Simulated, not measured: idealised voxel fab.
Name of the process module below: voxel released beams
The figure presents cross-section cut, which has a width of 280 nm and is divided into square cells with an edge length of 5 nm.
A cross-section is written here as square cells arranged in a grid, and it is given in bands from the top down, each band taking up one or more rows of cells.
It is stipulated that each band's entry specify, in nanometres, the height of the top of the band and then that of its bottom, followed by the materials of the band in left-to-right sequence, each together with its width in nanometres. A single material marked by the word "full width" is understood to fill the band from edge to edge; the word "air" is understood to denote empty space.
Heights are expressed relative to 0, this being the level below which the as-received wafer comprises one material exclusively. The lowest band is unbounded in the downward direction and is denoted as in "z 0 and below".
So if you see something like "30->40" for the width, read it as the top row of the band sitting at the first number and the bottom row at the second, with every row in between moving by the same amount as the last.
Step marked "no modifications"? Then no cell in the cross-section changed in it.
Under "Enclosed internal cavities" you'll find the enclosed gaps, the ones with no way out to the top, that are 8 cells or bigger; each reads width x height at distance, with distance counted from the left edge, everything in nm.
The remark found on a step's line after its settings is issued by the simulator itself and pertains to that step.
overlay nm: how far to the right of its planned place the mask lay on this masked step (negative: to the left).
Steps in the process plan:
1 RECEIVE,material Si
2 CONFORMAL_DEP,material Al2O3,thk nm 10
3 DIRECTIONAL_DEP,material SiO2,thk nm 20
4 PATTERN,tone open,mask id ANCHOR,material resist,width nm 25,thk nm 20,overlay nm 0
5 DIRECTIONAL_ETCH,etch materials SiO2,depth nm 20
6 STRIP,etch materials resist
7 CONFORMAL_DEP,material SiN,thk nm 10
8 DIRECTIONAL_DEP,material aC,thk nm 10
9 PATTERN,tone cover,mask id BEAM,material resist,width nm 70,thk nm 30,overlay nm 0
10 DIRECTIONAL_ETCH,etch materials aC,depth nm 5
11 STRIP,etch materials resist
12 DIRECTIONAL_ETCH,etch materials SiN,depth nm 10
13 STRIP,etch materials aC
14 STRIP,etch materials SiO2
The value of depth nm given for step 10 in the plan refers to the first wafer; the wafers vary in this setting and are alike at the start.
After step 1, as received: first of several wafers, cross-section:
    z 0 and below  Si full width
    Enclosed internal cavities: none
The figure below presents a cross-section of the first of several wafers at the conclusion of the module, following its last step, step 14:
    z 40 to 30  SiN 115, air 5, SiN 160
    z 30 to 20  SiO2 105, SiN 10, air 5, SiN 10, SiO2 150
    z 20 to 10  SiO2 105, SiN 25, SiO2 150
    z 10 to 0  Al2O3 full width
    z 0 and below  Si full width
    Enclosed internal cavities: none
Showing the last wafer in cross-section at the end of the module:
    z 40 to 30  air 100, SiN 15, air 5, SiN 50, air 110
    z 30 to 20  air 105, SiN 10, air 5, SiN 10, air 150
    z 20 to 10  air 105, SiN 25, air 150
    z 10 to 0  Al2O3 full width
    z 0 and below  Si full width
    Enclosed internal cavities: none
Table: wafers, a row each; end-of-module cell change per material since receipt, gain (+), loss (-); then closed voids:
depth nm 5; +112 Al2O3; +128 SiN; +204 SiO2; Enclosed internal cavities: none
depth nm 10; +112 Al2O3; +44 SiN; Enclosed internal cavities: none
depth nm 15; +112 Al2O3; +44 SiN; Enclosed internal cavities: none
depth nm 20; +112 Al2O3; +44 SiN; Enclosed internal cavities: none
depth nm 25; +112 Al2O3; +44 SiN; Enclosed internal cavities: none
